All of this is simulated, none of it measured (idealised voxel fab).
process module | voxel ribs on slabs
cross-section cut | 175 nm wide | cells 5 nm
A cross-section is a grid of square cells, given in bands from the top down. A band is one or more rows of cells.
Each band's line starts with the height of the band's top and of its bottom, in nm. Then come its materials from left to right, each with its width in nm. One material with "throughout" fills the band from edge to edge. "air" is empty space.
Height 0 is the level under which the wafer as received is all one material. The lowest band goes on downwards, as in "0 down".
A width such as "30 to 40" changes by the same amount from each row of cells to the next, from the band's top row to its bottom row.
"no change" after a step means that no cell of the cross-section changed.
closed voids: empty space of 8 cells or more with no open way to the top, each as width x height at its distance from the left edge, in nm
after a step's settings: what the simulator itself notes on the step
overlay nm, on a step with a mask: how far to the right of its planned place the mask lay; to the left if negative
plan
1 op RECEIVE | material Si
2 op DIRECTIONAL_DEP | material SiO2 | thk nm 30
3 op DIRECTIONAL_DEP | material SiN | thk nm 20
4 op MASKED_ETCH | tone cover | mask id RIB | width nm 25 | etch materials SiN | depth nm 5 | overlay nm 0
5 op PATTERN | tone cover | mask id SLAB | material resist | width nm 85 | thk nm 15 | overlay nm 0
6 op DIRECTIONAL_ETCH | etch materials SiN | depth nm 15
7 op STRIP | etch materials resist
8 op FILL_DEP | material SiO2 | thk nm 20
9 op CMP | height nm 60
10 op DIRECTIONAL_DEP | material W | thk nm 5
11 op DIRECTIONAL_DEP | material aC | thk nm 10
12 op PATTERN | tone cover | mask id HEATER | material resist | width nm 25 | thk nm 30 | overlay nm 0
13 op DIRECTIONAL_ETCH | etch materials aC | depth nm 10
14 op STRIP | etch materials resist
15 op DIRECTIONAL_ETCH | etch materials W | depth nm 5
16 op STRIP | etch materials aC
17 op CONFORMAL_DEP | material SiN | thk nm 5
varied across the wafers: width nm of step 12. The plan shows the first wafer's value. All wafers start alike
first wafer as received, after step 1
  0 down: Si throughout
  closed voids: none
each wafer at the end: cells of each material gained (+) or lost (-) since it was received, then its closed voids
width nm 25 | +93 SiN | +364 SiO2 | +5 W | closed voids: none
width nm 30 | +93 SiN | +364 SiO2 | +6 W | closed voids: none
width nm 35 | +93 SiN | +364 SiO2 | +7 W | closed voids: none
width nm 40 | +93 SiN | +364 SiO2 | +8 W | closed voids: none
width nm 45 | +93 SiN | +364 SiO2 | +9 W | closed voids: none
width nm 50 | +93 SiN | +364 SiO2 | +10 W | closed voids: none
